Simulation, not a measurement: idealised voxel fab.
Process module, titled voxel self aligned contacts
Cross-section cut spans 285 nm and uses square cells 5 nm in size.
In what follows, cross-sections appear as grids of square cells, described through bands that run from the top down, where every band is one or more rows of cells.
Heights first: top, then bottom, in nm. Then materials, left to right, each with a width in nm. "all across" on a single material: fills the band edge to edge. "air": empty space.
Ref level 0: as-received wafer is one material below here. Bottom band extends down with no lower bound ("0 down").
A width such as "30->40" changes by the same amount from each row of cells to the next, from the band's top row to its bottom row.
"stayed the same" -> step changed no cross-section cell.
Reported under the label "Sealed void inventory" are the empty spaces having no open way to the top and comprising 8 cells or more; the notation for each is width x height at distance, in which the distance is measured from the left edge and all three values are in nm.
On a step's line, text after the settings is the simulator commenting on that step.
Each step line may optionally specify "overlay nm", which for a step with a mask gives the rightward distance between the mask's planned place and where it lay, a negative value indicating the leftward direction.
# The process steps that were planned are listed below
step 1: op RECEIVE | material Si
step 2: op CONFORMAL_DEP | material SiO2 | thk nm 5
step 3: op DIRECTIONAL_DEP | material polySi | thk nm 25
step 4: op DIRECTIONAL_DEP | material SiN | thk nm 15
step 5: op DIRECTIONAL_DEP | material aC | thk nm 15
step 6: op PATTERN | tone cover | mask id GATE | material resist | width nm 35 | pitch nm 60 | thk nm 30 | overlay nm 0
step 7: op DIRECTIONAL_ETCH | etch materials aC | depth nm 15
step 8: op STRIP | etch materials resist
step 9: op DIRECTIONAL_ETCH | etch materials SiN | depth nm 15
step 10: op DIRECTIONAL_ETCH | etch materials polySi | depth nm 25
step 11: op STRIP | etch materials aC
step 12: op CONFORMAL_DEP | material SiN | thk nm 5
step 13: op DIRECTIONAL_ETCH | etch materials SiN | depth nm 5
step 14: op FILL_DEP | material SiO2 | thk nm 15
step 15: op CMP | height nm 55
step 16: op DIRECTIONAL_DEP | material aC | thk nm 15
step 17: op PATTERN | tone open | mask id CONTACT | material resist | width nm 45 | pitch nm 60 | thk nm 35 | overlay nm 0
step 18: op DIRECTIONAL_ETCH | etch materials aC | depth nm 15
step 19: op STRIP | etch materials resist
step 20: op DIRECTIONAL_ETCH | etch materials SiO2 | depth nm 55
step 21: op STRIP | etch materials aC
step 22: op CONFORMAL_DEP | material TiN | thk nm 5
step 23: op FILL_DEP | material Ru | thk nm 5
step 24: op CMP | height nm 55
step 25: op CONFORMAL_DEP | material SiCN | thk nm 5
# Cross-section of the wafer at receipt, which is the condition after step 1
* 0 down  Si all across
* Sealed void inventory: none
# Wafer at module end, in section. Began as above, planned as above, run with one mistake
* 60 to 55  SiCN all across
* 55 to 45  90 SiO2  5 TiN  35 Ru  5 TiN  15 SiO2  5 TiN  35 Ru  5 TiN  90 SiO2
* 45 to 40  90 SiO2  20 TiN  5 Ru  20 TiN  15 SiO2  20 TiN  5 Ru  20 TiN  90 SiO2
* 40 to 25  60 SiO2  45 SiN  5 TiN  5 Ru  5 TiN  45 SiN  5 TiN  5 Ru  5 TiN  45 SiN  60 SiO2
* 25 to 5  60 SiO2  5 SiN  35 polySi  5 SiN  5 TiN  5 Ru  5 TiN  5 SiN  35 polySi  5 SiN  5 TiN  5 Ru  5 TiN  5 SiN  35 polySi  5 SiN  60 SiO2
* 5 to 0  60 SiO2  5 SiN  35 polySi  5 SiN  15 TiN  5 SiN  35 polySi  5 SiN  15 TiN  5 SiN  35 polySi  5 SiN  60 SiO2
* 0 down  Si all across
* Sealed void inventory: none
Plan not followed: step 2 was left out
